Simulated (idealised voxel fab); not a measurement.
process module | voxel double patterning
The width of the displayed cross-section, cut, is 225 nm; its cells are square, with a size of 5 nm.
In this document a cross-section is written as a grid of square cells. It is given as a series of bands, listed from the top down, and a band is one or more rows of cells.
Top height, bottom height, nm. Materials left to right, width each, nm. Single material + "edge to edge" = fills band edge to edge. "empty" = empty.
Beneath 0, the wafer as received is one material, and that level is where height counting begins. The lowest band goes on downward without a bottom; it is written like "0..down".
You'd read "30..40" like this: the band's top row of cells is as wide as the first number, its bottom row is as wide as the second, and going down, every row changes width by the same amount as the row before did.
A step reported as "stayed the same" is a step in which no cell of the cross-section changed.
So "Closed void catalog" is basically the list of trapped voids: any empty space of 8 cells or more that can't reach the top through an opening. They're written width x height at distance, the distance being from the left edge, and it's all nm.
Whatever follows a step's settings on its line is a remark the simulator itself makes about that step.
A step line may carry the setting "overlay nm", which, for steps involving a mask, states the distance by which the mask lay to the right of its intended position; negative values denote displacement to the left.

# The planned process steps are enumerated hereunder
1,RECEIVE | material Si
2,CONFORMAL_DEP | material SiN | thk nm 5
3,DIRECTIONAL_DEP | material SiO2 | thk nm 15
4,DIRECTIONAL_DEP | material SiCN | thk nm 10
5,PATTERN | tone open | mask id FIRST | material resist | width nm 15 | pitch nm 50 | thk nm 15 | overlay nm 0
6,DIRECTIONAL_ETCH | etch materials SiCN | depth nm 10
7,STRIP | etch materials resist
8,MASKED_ETCH | tone open | mask id SECOND | width nm 15 | pitch nm 50 | etch materials SiCN | depth nm 10 | overlay nm 0
9,DIRECTIONAL_ETCH | etch materials SiO2 | depth nm 15
10,STRIP | etch materials SiCN

# Step 1 complete: cross-section of the wafer as received
	0..down = Si edge to edge
	Closed void catalog: none

# Starting wafer: above. Plan: above. Run: one mistake. Cross-section after the module: below
	20..15 = SiN edge to edge
	15..0 = SiO2 edge to edge
	0..down = Si edge to edge
	Closed void catalog: none
Here's what went sideways: the intended sequence of steps 2 and 3 was reversed during processing, with each occupying the position of the other
